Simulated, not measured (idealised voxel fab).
The process module presented herein is designated voxel self aligned vias.
Displayed cross-section: cut, width of 290 nm, square cells sized 5 nm.
Each cross-section below is a grid of square cells, stated as bands in top-down order, with one or more rows of cells making up each band. Heads up on the band format: heights come first, top then bottom, in nm. After that it's the materials left to right, each with its width in nm. A single material flagged "edge to edge" fills the whole band edge to edge, and "air" means there's empty space there. It should be noted that heights are counted from 0, beneath which the wafer as supplied is of one material throughout, and that the lowest band possesses no lower boundary but continues downward, as written in "0 -> down". When a width is written as two numbers, as in "30->40", the first number is the width in the top row of cells of the band and the second is the width in its bottom row, and the width changes by the same amount from each row to the next. "no modification" (step): cross-section cells unchanged, all of them. Closed-off voids of 8+ cells (no open route to the top) go in "Closed internal voids", written width x height at distance from the left edge, in nm. Step line, after settings: the simulator's comment on this step. overlay nm: step with mask; distance mask lay right of planned place; negative value = left of planned place.
# Process steps - plan
1: RECEIVE (material Si)
2: CONFORMAL_DEP (material SiO2; thk nm 15)
3: CONFORMAL_DEP (material SiCN; thk nm 5)
4: DIRECTIONAL_DEP (material lowk; thk nm 20)
5: DIRECTIONAL_DEP (material aC; thk nm 15)
6: PATTERN (tone open; mask id LINES; material resist; width nm 30; pitch nm 75; thk nm 35; overlay nm 0)
7: DIRECTIONAL_ETCH (etch materials aC; depth nm 15)
8: STRIP (etch materials resist)
9: DIRECTIONAL_ETCH (etch materials lowk; depth nm 20)
10: STRIP (etch materials aC)
11: CONFORMAL_DEP (material TiN; thk nm 5)
12: FILL_DEP (material W; thk nm 5)
13: CMP (height nm 40)
14: SELECTIVE_ETCH (etch materials W Ru TiN; depth nm 10)
15: FILL_DEP (material SiN; thk nm 5)
16: CMP (height nm 40)
17: DIRECTIONAL_DEP (material lowk; thk nm 15)
18: MASKED_ETCH (tone open; mask id VIAS; width nm 50; pitch nm 75; etch materials lowk; depth nm 15; overlay nm 0)
19: MASKED_ETCH (tone open; mask id VIAS; width nm 50; pitch nm 75; etch materials SiN; depth nm 10; overlay nm 0)
20: CONFORMAL_DEP (material TiN; thk nm 5)
21: FILL_DEP (material Ru; thk nm 10)
22: CMP (height nm 55)
23: CONFORMAL_DEP (material SiCN; thk nm 5)
# Wafer cross-section on receipt, i.e. after step 1
    0 -> down | Si edge to edge
    Closed internal voids: none
# Same starting wafer, same plan as above, one mistake in the execution; this is the cross-section at the end of the module
    60 -> 55 | SiCN edge to edge
    55 -> 45 | lowk 45 nm; TiN 5 nm; Ru 40 nm; TiN 5 nm; lowk 25 nm; TiN 5 nm; Ru 40 nm; TiN 5 nm; lowk 25 nm; TiN 5 nm; Ru 40 nm; TiN 5 nm; lowk 45 nm
    45 -> 40 | lowk 45 nm; TiN 50 nm; lowk 25 nm; TiN 50 nm; lowk 25 nm; TiN 50 nm; lowk 45 nm
    40 -> 35 | SiCN edge to edge
    35 -> 15 | lowk edge to edge
    15 -> 0 | SiO2 edge to edge
    0 -> down | Si edge to edge
    Closed internal voids: none
The mistake made against the process plan was this: so 3 and 4 got swapped relative to the plan, each ran where the other was supposed to
